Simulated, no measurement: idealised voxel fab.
Process module, titled voxel self aligned vias
Cross-section cut: width 210 nm, square cells of 5 nm.
Square cells in a grid make up a cross-section in this document, and the grid is given as bands, listed from the top down, each one or more rows of cells. The band entry comprises the height of the band's top followed by the height of its bottom, expressed in nm, and subsequently the band's materials from left to right, each stated together with its width in nm. Where a single material is marked with the word "edge to edge", that material fills the band from edge to edge. The word "empty" represents empty space. Where do heights start? At 0: under that level the wafer as delivered is made of one material only. And the lowest band has no floor; it just carries on downward, as in "0..down". The two numbers in a width such as "30 to 40" mark its ends across the band: the first belongs to the top row of cells, the second to the bottom row, and from each row to the next the width moves by the same amount. A step reported as "remains unaltered" is a step in which no cell of the cross-section changed. Each empty space that has no open way to the top and spans at least 8 cells appears under "Enclosed internal voids" as width x height at distance, the distance counted from the left edge, all in nm. What comes after the settings on a step's line is commentary from the simulator itself on that step. overlay nm, on a step with a mask: how far to the right of its planned place the mask lay; to the left if negative.

**This section lists the process steps that were planned**
| 1 | RECEIVE with material Si |
| 2 | CONFORMAL_DEP with material SiO2, thk nm 10 |
| 3 | CONFORMAL_DEP with material SiCN, thk nm 5 |
| 4 | DIRECTIONAL_DEP with material lowk, thk nm 25 |
| 5 | MASKED_ETCH with tone open, mask id LINES, width nm 30, pitch nm 60, etch materials lowk, depth nm 25, overlay nm 0 |
| 6 | CONFORMAL_DEP with material TiN, thk nm 5 |
| 7 | FILL_DEP with material W, thk nm 10 |
| 8 | CMP with height nm 40 |
| 9 | SELECTIVE_ETCH with etch materials W Ru TiN, depth nm 10 |
| 10 | FILL_DEP with material SiN, thk nm 10 |
| 11 | CMP with height nm 40 |
| 12 | DIRECTIONAL_DEP with material lowk, thk nm 20 |
| 13 | MASKED_ETCH with tone open, mask id VIAS, width nm 40, pitch nm 60, etch materials lowk, depth nm 20, overlay nm 0 |
| 14 | MASKED_ETCH with tone open, mask id VIAS, width nm 40, pitch nm 60, etch materials SiN, depth nm 10, overlay nm 0 |
| 15 | CONFORMAL_DEP with material TiN, thk nm 5 |
| 16 | FILL_DEP with material Ru, thk nm 5 |
| 17 | CMP with height nm 60 |
| 18 | CONFORMAL_DEP with material SiN, thk nm 5 |

**Wafer as received: cross-section following step 1**
    0..down = Si edge to edge
    Enclosed internal voids: none

**The following cross-section depicts the wafer upon conclusion of the module. Processing commenced from the starting condition illustrated above and adhered to the plan illustrated above, save for one mistake in execution**
    65..60 = SiN edge to edge
    60..45 = 25 nm lowk, 5 nm TiN, 30 nm Ru, 5 nm TiN, 20 nm lowk, 5 nm TiN, 30 nm Ru, 5 nm TiN, 20 nm lowk, 5 nm TiN, 30 nm Ru, 5 nm TiN, 25 nm lowk
    45..35 = 25 to 30 nm lowk, 10 to 5 nm TiN, 20 nm Ru, 10 to 5 nm TiN, 20 to 30 nm lowk, 10 to 5 nm TiN, 20 nm Ru, 10 to 5 nm TiN, 20 to 30 nm lowk, 10 to 5 nm TiN, 20 nm Ru, 10 to 5 nm TiN, 25 to 30 nm lowk
    35..25 = 30 nm lowk, 30 nm TiN, 30 nm lowk, 30 nm TiN, 30 nm lowk, 30 nm TiN, 30 nm lowk
    25..10 = SiCN edge to edge
    10..0 = SiO2 edge to edge
    0..down = Si edge to edge
    Enclosed internal voids: none
Nonconformance to the process plan: step 3 was not run as planned; what actually ran was CONFORMAL_DEP with material SiCN, thk nm 15
